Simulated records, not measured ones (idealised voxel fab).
process module | voxel released beams
cross-section cut | 200 nm wide | cells 5 nm
A cross-section is a grid of square cells, given in bands from the top down. A band is one or more rows of cells.
Each band's line starts with the height of the band's top and of its bottom, in nm. Then come its materials from left to right, each with its width in nm. One material with "throughout" fills the band from edge to edge. "air" is empty space.
Height 0 is the level under which the wafer as received is all one material. The lowest band goes on downwards, as in "0 down".
A width such as "30 to 40" changes by the same amount from each row of cells to the next, from the band's top row to its bottom row.
"no change" after a step means that no cell of the cross-section changed.
closed voids: empty space of 8 cells or more with no open way to the top, each as width x height at its distance from the left edge, in nm
after a step's settings: what the simulator itself notes on the step
overlay nm, on a step with a mask: how far to the right of its planned place the mask lay; to the left if negative
plan
1 op RECEIVE | material Si
2 op CONFORMAL_DEP | material SiN | thk nm 10
3 op DIRECTIONAL_DEP | material SiO2 | thk nm 20
4 op MASKED_ETCH | tone open | mask id ANCHOR | width nm 30 | etch materials SiO2 | depth nm 20 | overlay nm -15
5 op CONFORMAL_DEP | material TiN | thk nm 10
6 op DIRECTIONAL_DEP | material aC | thk nm 15
7 op PATTERN | tone cover | mask id BEAM | material resist | width nm 100 | thk nm 30 | overlay nm 0
8 op DIRECTIONAL_ETCH | etch materials aC | depth nm 15
9 op STRIP | etch materials resist
10 op DIRECTIONAL_ETCH | etch materials TiN | depth nm 10
11 op STRIP | etch materials aC
12 op STRIP | etch materials SiO2
varied across the wafers: overlay nm of step 4. The plan shows the first wafer's value. All wafers start alike
first wafer as received, after step 1
  0 down: Si throughout
  closed voids: none
each wafer at the end: cells of each material gained (+) or lost (-) since it was received, then its closed voids
overlay nm -15 | +80 SiN | +56 TiN | closed voids: none
overlay nm -10 | +80 SiN | +56 TiN | closed voids: none
overlay nm -5 | +80 SiN | +56 TiN | closed voids: none
overlay nm 0 | +80 SiN | +56 TiN | closed voids: none
overlay nm 5 | +80 SiN | +56 TiN | closed voids: none
overlay nm 10 | +80 SiN | +56 TiN | closed voids: none
overlay nm 15 | +80 SiN | +56 TiN | closed voids: none
